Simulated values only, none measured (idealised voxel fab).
The name of this process module is voxel lift off.
The width of the displayed cross-section, cut, is 245 nm; its cells are square, with a size of 5 nm.
Cross-sections here: square-cell grids, written as top-down lists of bands, a band being one or more rows of cells.
In this notation a band is specified by the heights of its top and bottom, in that order and in nm, after which its materials appear from left to right, each paired with its width in nm. The word "full width" attached to a single material means that material fills the band from edge to edge; the word "blank" stands for empty space.
Heads up on the height convention: 0 is the point under which the incoming wafer is all one material, and the lowest band has no bottom, it just keeps going down, like "top 0, no bottom".
The expression "30->40" gives the width at the extremes of the band, the first number at its top row of cells and the second at its bottom row, with the width changing by equal amounts from each row to the next in between.
Given "no change occurred" for a step, no cell of the cross-section differs between before and after that step.
Enclosed voids (no open way to top), threshold 8 cells or more, entry "Entrapped void list", notation width x height at distance, distance from left edge, nm.
What comes after the settings on a step's line is commentary from the simulator itself on that step.
"overlay nm" on a masked step: distance the mask lay right of its planned place, negative for left.

**Process steps foreseen in the plan**
1) RECEIVE [material Si]
2) CONFORMAL_DEP [material Al2O3] [thk nm 5]
3) PATTERN [tone open] [mask id LINES] [material resist] [width nm 25] [pitch nm 45] [thk nm 20] [overlay nm 0]
4) DIRECTIONAL_DEP [material Ru] [thk nm 5]
5) STRIP [etch materials resist]
6) CONFORMAL_DEP [material SiO2] [thk nm 10]

**As-received wafer cross-section (after step 1)**
  top 0, no bottom  Si full width
  Entrapped void list: none

**Cross-section taken at module completion on the first of two wafers; processed per the plan**
  top 20, bottom 15  blank=30, SiO2=180, blank=35
  top 15, bottom 10  SiO2 full width
  top 10, bottom 5  SiO2=40, Ru=25, SiO2=20, Ru=25, SiO2=20, Ru=25, SiO2=20, Ru=25, SiO2=45
  top 5, bottom 0  Al2O3 full width
  top 0, no bottom  Si full width
  Entrapped void list: none

**Second wafer through the module, sectioned at the end: same beginning and same plan as the first wafer, with one mistake in carrying it out**
  top 20, bottom 15  blank=35, SiO2=35, blank=10, SiO2=35, blank=10, SiO2=35, blank=10, SiO2=35, blank=40
  top 15, bottom 10  SiO2 full width
  top 10, bottom 5  SiO2=45, Ru=15, SiO2=30, Ru=15, SiO2=30, Ru=15, SiO2=30, Ru=15, SiO2=50
  top 5, bottom 0  Al2O3 full width
  top 0, no bottom  Si full width
  Entrapped void list: none
The plan and the run diverged here: so step 3 ended up running with a different setting than we planned, it ran as PATTERN [tone open] [mask id LINES] [material resist] [width nm 15] [pitch nm 45] [thk nm 20] [overlay nm 0]
Final wafer comparison in cells, second versus first, more or fewer per material: Ru -8
